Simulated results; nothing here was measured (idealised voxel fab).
Herein follows the process module entitled voxel self aligned contacts.
Cross-section cut spans 170 nm and uses square cells 5 nm in size.
Cross-section format: a grid of square cells, given as bands from top to bottom; each band is one or more rows of cells. First you get the band's top height and its bottom height, in nm, and then the materials it's made of, left to right, with each width in nm. If you see a single material with "full width", that one covers the band edge to edge. "blank" is empty space. Counting heights begins at 0, where everything beneath is, in the wafer as received, one material. The lowest band has no bottom; it goes on downwards, as "0 and below" shows. A width given as "30->40" starts at the first number in the band's top row and ends at the second number in its bottom row, shifting by an equal amount at every step from row to row. "remained unchanged" for a step: no cell of the cross-section changed in that step. Voids, fully enclosed: empty space of 8 cells or more with no open way to the top, each as width x height at its distance from the left edge, in nm. Where a step's line continues beyond its settings, the continuation is a remark by the simulator itself on that step. When a step includes a mask, the "overlay nm" setting on its line states how far to the right of its planned place that mask lay, and negative values state how far to the left.

**The process steps that were planned are listed below**
1. RECEIVE, material Si
2. CONFORMAL_DEP, material SiO2, thk nm 5
3. DIRECTIONAL_DEP, material polySi, thk nm 30
4. DIRECTIONAL_DEP, material SiN, thk nm 20
5. DIRECTIONAL_DEP, material aC, thk nm 10
6. PATTERN, tone cover, mask id GATE, material resist, width nm 30, pitch nm 60, thk nm 25, overlay nm 0
7. DIRECTIONAL_ETCH, etch materials aC, depth nm 10
8. STRIP, etch materials resist
9. DIRECTIONAL_ETCH, etch materials SiN, depth nm 20
10. DIRECTIONAL_ETCH, etch materials polySi, depth nm 30
11. STRIP, etch materials aC
12. CONFORMAL_DEP, material SiN, thk nm 5
13. DIRECTIONAL_ETCH, etch materials SiN, depth nm 5
14. FILL_DEP, material SiO2, thk nm 10
15. CMP, height nm 60
16. PATTERN, tone open, mask id CONTACT, material resist, width nm 40, thk nm 15, overlay nm 0
17. DIRECTIONAL_ETCH, etch materials SiO2, depth nm 60
18. STRIP, etch materials resist
19. CONFORMAL_DEP, material TiN, thk nm 5
20. FILL_DEP, material W, thk nm 5
21. CMP, height nm 60
22. CONFORMAL_DEP, material SiN, thk nm 5

**Cross-section: wafer on arrival = after step 1**
- 0 and below | Si full width
- Voids, fully enclosed: none

**Final cross-section, module run with one mistake (start and plan as above)**
- 65 down to 60 | SiN full width
- 60 down to 40 | 35 nm SiO2  5 nm SiN  30 nm polySi  5 nm SiN  5 nm TiN  10 nm W  5 nm TiN  5 nm SiN  30 nm polySi  5 nm SiN  35 nm SiO2
- 40 down to 35 | 35 nm SiO2  5 nm SiN  30 nm polySi  5 nm SiN  20 nm TiN  5 nm SiN  30 nm polySi  5 nm SiN  35 nm SiO2
- 35 down to 5 | polySi full width
- 5 down to 0 | SiO2 full width
- 0 and below | Si full width
- Voids, fully enclosed: none
Want to know what went wrong? twice, step 3 of the plan was run
